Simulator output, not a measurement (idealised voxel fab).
The document below concerns the process module designated voxel local oxidation.
Shown is cross-section cut, with a width of 265 nm and square cells of size 5 nm.
Reading order for cross-sections: top band down to bottom band. Underlying form: a grid of square cells. Band size: one or more rows of cells. Top, bottom (nm), then materials left to right with widths (nm); lone material tagged "edge to edge" fills the whole band edge to edge; "blank" = empty space. Measure heights from 0. That's the level where, below it, the as-received wafer is all one material. The lowest band is bottomless and extends downward; write it as in "0 nm and below". Width: "30->40" (first number = top row, second number = bottom row, same change from row to row of cells). "identical to before" for a step: no cell of the cross-section changed in that step. "Enclosed void listing" lists enclosed empty spaces (at least 8 cells, no open path upward to the top), each as width x height at distance from the left edge, in nm. Past the settings on a step's line: simulator remark, on that step. "overlay nm" answers the question of how far to the right of plan the mask lay on a step that has a mask, and when it is negative the answer is to the left.
### Planned process steps
1,RECEIVE (material Si)
2,OXIDIZE (depth nm 5)
3,CONFORMAL_DEP (material SiN; thk nm 5)
4,MASKED_ETCH (tone cover; mask id ACTIVE; width nm 100; etch materials SiN; depth nm 15; overlay nm 0)
5,SELECTIVE_ETCH (etch materials SiO2; depth nm 5)
6,OXIDIZE (depth nm 10)
7,STRIP (etch materials SiN)
Wafers differ in thk nm at step 3; plan lists the first wafer's value; identical starting state.
### As received, i.e. after step 1: cross-section through the first of several wafers
> 0 nm and below = Si edge to edge
> Enclosed void listing: none
### Depicted here is the first of several wafers in cross-section, at module completion following the last step, step 7
> 0 nm to -5 nm = blank 85 | SiO2 90 | blank 90
> -5 nm to -15 nm = SiO2 95 | Si 70 | SiO2 100
> -15 nm and below = Si edge to edge
> Enclosed void listing: none
### Of the several wafers, the last: cross-section at the end of the module
> 0 nm to -5 nm = SiO2 edge to edge
> -5 nm and below = Si edge to edge
> Enclosed void listing: none
### wafer rows; end of module; cells per material since receipt: (+) gained, (-) lost; then closed voids
thk nm 5 | -131 Si | +96 SiO2 | Enclosed void listing: none
thk nm 10 | -131 Si | +96 SiO2 | Enclosed void listing: none
thk nm 15 | -131 Si | +96 SiO2 | Enclosed void listing: none
thk nm 20 | -53 Si | +53 SiO2 | Enclosed void listing: none
thk nm 25 | -53 Si | +53 SiO2 | Enclosed void listing: none
thk nm 30 | -53 Si | +53 SiO2 | Enclosed void listing: none
